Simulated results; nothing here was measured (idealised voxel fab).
Herein follows the process module entitled voxel released beams.
In the cross-section labelled cut, the width is 175 nm and each square cell is 5 nm.
For the purposes of this document, a cross-section shall be understood as a grid of square cells, specified as bands listed in top-to-bottom order, each band consisting of one or more rows of cells. Basically the band line says how high the top is and how high the bottom is, in nm, and then what's in it from left to right, every material with its width in nm. Empty space shows up as "air", and if a single material carries "all across" it runs the full band edge to edge. The reference from which all heights are counted is 0, the level beneath which the as-received wafer is entirely one material; the lowest band, having no lower bound, proceeds downward and is written after the example "0 and below". The notation "30..40" denotes a width that varies across the rows of cells in the band, beginning at the first number in the top row, finishing at the second number in the bottom row, and changing by an identical amount from each row to the next. Key: "left unchanged" - step with no changed cell in the cross-section. "Fully enclosed voids" means: voids of 8 cells or more that are shut off from the top with no open way through. Written width x height at distance, distance from the left edge, in nm. On a step's line, text after the settings is the simulator commenting on that step. For masked steps, "overlay nm" on the step line gives how far right of plan the mask actually lay; a minus sign means it lay to the left.

These are the steps we planned for the process:
step 1: RECEIVE (material Si)
step 2: CONFORMAL_DEP (material SiN; thk nm 10)
step 3: DIRECTIONAL_DEP (material SiO2; thk nm 15)
step 4: PATTERN (tone open; mask id ANCHOR; material resist; width nm 45; thk nm 20; overlay nm 0)
step 5: DIRECTIONAL_ETCH (etch materials SiO2; depth nm 15)
step 6: STRIP (etch materials resist)
step 7: CONFORMAL_DEP (material W; thk nm 15)
step 8: MASKED_ETCH (tone cover; mask id BEAM; width nm 110; etch materials W; depth nm 15; overlay nm 0)
step 9: STRIP (etch materials SiO2)

So this is the incoming wafer in cross-section - it's already been through step 1:
0 and below: Si all across
Fully enclosed voids: none

Below is the wafer in cross-section after the module was completed. It began from the starting point shown above and followed the plan shown above, except that one mistake was made while running it:
40 down to 25: air 30 / W 20 / air 15 / W 75 / air 35
25 down to 10: air 35 / W 45 / air 95
10 down to 0: W all across
0 and below: Si all across
Fully enclosed voids: none
In executing the process, a mistake was made relative to the plan: so step 2 ended up running with a different setting than we planned, it ran as CONFORMAL_DEP (material W; thk nm 10)
